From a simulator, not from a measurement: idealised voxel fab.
Process module, titled voxel double patterning
Square cell edge 5 nm, section width 160 nm, ID cut.
Throughout this document, each cross-section is represented as a grid of square cells and is presented as a sequence of bands enumerated from the top downward, where a band comprises one or more rows of cells.
Band: top height; bottom height; in nm. Then, left to right: material with width in nm, for each material. "everywhere": a single material spanning edge to edge. "blank": empty space.
Heads up on the height convention: 0 is the point under which the incoming wafer is all one material, and the lowest band has no bottom, it just keeps going down, like "0 and below".
A two-number width, for instance "30..40", indicates that the width is equal to the first number in the top row of the band and to the second number in the bottom row, and that it changes by a constant amount per row of cells.
"stayed the same" -> step changed no cross-section cell.
Voids not open to the top, 8 cells minimum: see "Trapped void list". Written width x height at distance; distance is from the left edge; nm.
Where a step's line continues beyond its settings, the continuation is a remark by the simulator itself on that step.
overlay nm: mask right of planned place by this much (step with mask). Neg. = left.
## Planned step list for the process
- 1: op RECEIVE | material Si
- 2: op CONFORMAL_DEP | material SiO2 | thk nm 10
- 3: op DIRECTIONAL_DEP | material polySi | thk nm 15
- 4: op DIRECTIONAL_DEP | material SiN | thk nm 10
- 5: op PATTERN | tone open | mask id FIRST | material resist | width nm 15 | pitch nm 50 | thk nm 20 | overlay nm 0
- 6: op DIRECTIONAL_ETCH | etch materials SiN | depth nm 10
- 7: op STRIP | etch materials resist
- 8: op MASKED_ETCH | tone open | mask id SECOND | width nm 15 | pitch nm 50 | etch materials SiN | depth nm 10 | overlay nm 0
- 9: op DIRECTIONAL_ETCH | etch materials polySi | depth nm 15
- 10: op STRIP | etch materials SiN
## Delivered wafer in cross-section: state after step 1
> 0 and below | Si everywhere
> Trapped void list: none
## The first of two wafers, cross-sectioned at the end of the module, with the run proceeding as planned
> 25 down to 10 | polySi (20), blank (15), polySi (10), blank (15), polySi (10), blank (15), polySi (10), blank (15), polySi (10), blank (15), polySi (25)
> 10 down to 0 | SiO2 everywhere
> 0 and below | Si everywhere
> Trapped void list: none
## Second wafer of the two, sectioned at the end of the module. It began like the first and followed the same plan, but one mistake was made while running it
> 25 down to 10 | blank (20), polySi (15), blank (35), polySi (15), blank (35), polySi (15), blank (25)
> 10 down to 0 | SiO2 everywhere
> 0 and below | Si everywhere
> Trapped void list: none
Against the plan, the run slipped here: step 5 ran with different settings than intended, the actual operation and settings being op PATTERN | tone cover | mask id FIRST | material resist | width nm 15 | pitch nm 50 | thk nm 20 | overlay nm 0
Cell-count delta at end, second wafer over first, by material: polySi: 24 fewer
